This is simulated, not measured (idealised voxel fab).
voxel gate over fins: a process module
The width of the displayed cross-section, cut, is 300 nm; its cells are square, with a size of 5 nm.
Square cells in a grid make up a cross-section in this document, and the grid is given as bands, listed from the top down, each one or more rows of cells. Basically the band line says how high the top is and how high the bottom is, in nm, and then what's in it from left to right, every material with its width in nm. Empty space shows up as "air", and if a single material carries "everywhere" it runs the full band edge to edge. Heights are expressed relative to 0, this being the level below which the as-received wafer comprises one material exclusively. The lowest band is unbounded in the downward direction and is denoted as in "0 and below". The expression "30 to 40" gives the width at the extremes of the band, the first number at its top row of cells and the second at its bottom row, with the width changing by equal amounts from each row to the next in between. Step marked "nothing changed"? Then no cell in the cross-section changed in it. The list in "Completely enclosed voids" covers empty spaces of 8 cells or more that cannot reach the top through any open way, and it gives each as width x height at distance; the distance is from the left edge, and width, height and distance are in nm. On a step's line, text after the settings is the simulator commenting on that step. If you see "overlay nm" on a step's line and that step has a mask, it's telling you how far right of where it was planned the mask ended up; a negative number means it went left instead.

The following list gives the planned process steps:
step 1: RECEIVE with material Si
step 2: CONFORMAL_DEP with material SiN, thk nm 5
step 3: MASKED_ETCH with tone cover, mask id FINS, width nm 15, pitch nm 45, etch materials SiN, depth nm 5, overlay nm 0
step 4: MASKED_ETCH with tone cover, mask id FINS, width nm 15, pitch nm 45, etch materials Si, depth nm 35, overlay nm 0
step 5: FILL_DEP with material SiO2, thk nm 5
step 6: CMP with height nm 5
step 7: SELECTIVE_ETCH with etch materials SiO2, depth nm 20
step 8: STRIP with etch materials SiN
step 9: CONFORMAL_DEP with material HfO2, thk nm 5
step 10: CONFORMAL_DEP with material TiN, thk nm 5
step 11: CONFORMAL_DEP with material TiAl, thk nm 5
step 12: CONFORMAL_DEP with material TiN, thk nm 5
step 13: FILL_DEP with material W, thk nm 10
step 14: CMP with height nm 25
step 15: CONFORMAL_DEP with material SiCN, thk nm 5

Cross-section of the wafer as it came to us, i.e., already through step 1:
  0 and below | Si everywhere
  Completely enclosed voids: none

End-of-module XS, first of two wafers, run as planned:
  30 down to 25 | SiCN everywhere
  25 down to 20 | W everywhere
  20 down to 15 | 100 of W / 100 of TiN / 100 of W
  15 down to 10 | 100 of W / 5 of TiN / 90 of TiAl / 5 of TiN / 100 of W
  10 down to 5 | 100 of W / 5 of TiN / 5 of TiAl / 35 of TiN / 10 of TiAl / 35 of TiN / 5 of TiAl / 5 of TiN / 100 of W
  5 down to 0 | 105 of TiN / 5 of TiAl / 5 of TiN / 25 of HfO2 / 5 of TiN / 10 of TiAl / 5 of TiN / 25 of HfO2 / 5 of TiN / 5 of TiAl / 105 of TiN
  0 down to -5 | 110 of TiAl / 5 of TiN / 5 of HfO2 / 15 of Si / 5 of HfO2 / 5 of TiN / 10 of TiAl / 5 of TiN / 5 of HfO2 / 15 of Si / 5 of HfO2 / 5 of TiN / 110 of TiAl
  -5 down to -10 | 115 of TiN / 5 of HfO2 / 15 of Si / 5 of HfO2 / 20 of TiN / 5 of HfO2 / 15 of Si / 5 of HfO2 / 115 of TiN
  -10 down to -15 | 120 of HfO2 / 15 of Si / 30 of HfO2 / 15 of Si / 120 of HfO2
  -15 down to -35 | 120 of SiO2 / 15 of Si / 30 of SiO2 / 15 of Si / 120 of SiO2
  -35 and below | Si everywhere
  Completely enclosed voids: none

Same start, same plan as the first wafer - but one mistake in the run. Cross-section of the second of the two at the end of the module:
  30 down to 25 | SiCN everywhere
  25 down to 20 | W everywhere
  20 down to 15 | 100 of W / 100 of TiN / 100 of W
  15 down to 10 | 100 of W / 5 of TiN / 90 of TiAl / 5 of TiN / 100 of W
  10 down to 5 | 100 of W / 5 of TiN / 5 of TiAl / 35 of TiN / 10 of TiAl / 35 of TiN / 5 of TiAl / 5 of TiN / 100 of W
  5 down to 0 | 105 of TiN / 5 of TiAl / 5 of TiN / 25 of HfO2 / 5 of TiN / 10 of TiAl / 5 of TiN / 25 of HfO2 / 5 of TiN / 5 of TiAl / 105 of TiN
  0 down to -5 | 110 of TiAl / 5 of TiN / 5 of HfO2 / 15 of Si / 5 of HfO2 / 5 of TiN / 10 of TiAl / 5 of TiN / 5 of HfO2 / 15 of Si / 5 of HfO2 / 5 of TiN / 110 of TiAl
  -5 down to -10 | 115 of TiN / 5 of HfO2 / 15 of Si / 5 of HfO2 / 5 of TiN / 10 of TiAl / 5 of TiN / 5 of HfO2 / 15 of Si / 5 of HfO2 / 115 of TiN
  -10 down to -15 | 105 of HfO2 / 10 of TiN / 5 of HfO2 / 15 of Si / 5 of HfO2 / 20 of TiN / 5 of HfO2 / 15 of Si / 5 of HfO2 / 10 of TiN / 105 of HfO2
  -15 down to -20 | 100 of SiO2 / 20 of HfO2 / 15 of Si / 30 of HfO2 / 15 of Si / 20 of HfO2 / 100 of SiO2
  -20 down to -35 | 120 of SiO2 / 15 of Si / 30 of SiO2 / 15 of Si / 120 of SiO2
  -35 and below | Si everywhere
  Completely enclosed voids: none
Misprocessing identified: note: step 7 <-> step 8, run order reversed vs plan
Final comparison by cell count, materials where the second wafer has more or fewer than the first: HfO2 +6; SiO2 -14; TiAl +2; TiN +6
